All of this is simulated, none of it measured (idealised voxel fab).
The name of this process module is voxel ribs on slabs.
Pictured: cross-section cut, 220 nm wide, on a grid of 5 nm square cells.
Just so we're on the same page, the cross-sections are grids of square cells, and they're listed out in bands top to bottom, each band one or more rows deep. Band entry format. Leading values: height of top, height of bottom, nm. Remainder: materials in left-to-right order, each with its width in nm. Special words: "throughout" on a single material, which then fills the band edge to edge; "blank", empty space. Heights from 0 (as-received wafer is one material below). Bottom band endless downward, as "0 and below". The expression "30..40" gives the width at the extremes of the band, the first number at its top row of cells and the second at its bottom row, with the width changing by equal amounts from each row to the next in between. "changes: none" after a step means that no cell of the cross-section changed. "Enclosed cavities" specifies each empty space that is not open to the top and that occupies no fewer than 8 cells, using the form width x height at distance, the distance measured from the left edge and all three quantities in nm. On each step's line, the part that comes after the settings is the simulator's own comment on the step. overlay nm: on a step with a mask, how far right of its planned place the mask lay; negative means left.

**Here's what the planned process steps look like**
1) op RECEIVE | material Si
2) op DIRECTIONAL_DEP | material SiO2 | thk nm 20
3) op DIRECTIONAL_DEP | material polySi | thk nm 20
4) op PATTERN | tone cover | mask id RIB | material resist | width nm 20 | thk nm 20 | overlay nm 0
5) op DIRECTIONAL_ETCH | etch materials polySi | depth nm 5
6) op STRIP | etch materials resist
7) op DIRECTIONAL_DEP | material aC | thk nm 10
8) op PATTERN | tone cover | mask id SLAB | material resist | width nm 70 | thk nm 30 | overlay nm 0
9) op DIRECTIONAL_ETCH | etch materials aC | depth nm 5
10) op STRIP | etch materials resist
11) op DIRECTIONAL_ETCH | etch materials polySi | depth nm 15
12) op STRIP | etch materials aC
13) op FILL_DEP | material SiO2 | thk nm 20
14) op CMP | height nm 55
15) op DIRECTIONAL_DEP | material TiN | thk nm 10
16) op PATTERN | tone cover | mask id HEATER | material resist | width nm 30 | thk nm 15 | overlay nm 0
17) op DIRECTIONAL_ETCH | etch materials TiN | depth nm 10
18) op STRIP | etch materials resist
19) op CONFORMAL_DEP | material SiN | thk nm 5
For this document, wafers share an identical start and vary in the step 9 depth nm; the plan quotes the first wafer's value.

**As-received state after step 1, first of several wafers, cross-section**
0 and below  Si throughout
Enclosed cavities: none

**So in this table every wafer gets its own row, and what you see is where it stands at the end of the module: for each material, how many cells it picked up (+) or gave up (-) since we received it, and after that its closed voids**
depth nm 5, +48 SiN, +348 SiO2, +12 TiN, +136 polySi, Enclosed cavities: none
depth nm 10, +48 SiN, +438 SiO2, +12 TiN, +46 polySi, Enclosed cavities: none
depth nm 15, +48 SiN, +438 SiO2, +12 TiN, +46 polySi, Enclosed cavities: none
depth nm 20, +48 SiN, +438 SiO2, +12 TiN, +46 polySi, Enclosed cavities: none
depth nm 25, +48 SiN, +438 SiO2, +12 TiN, +46 polySi, Enclosed cavities: none
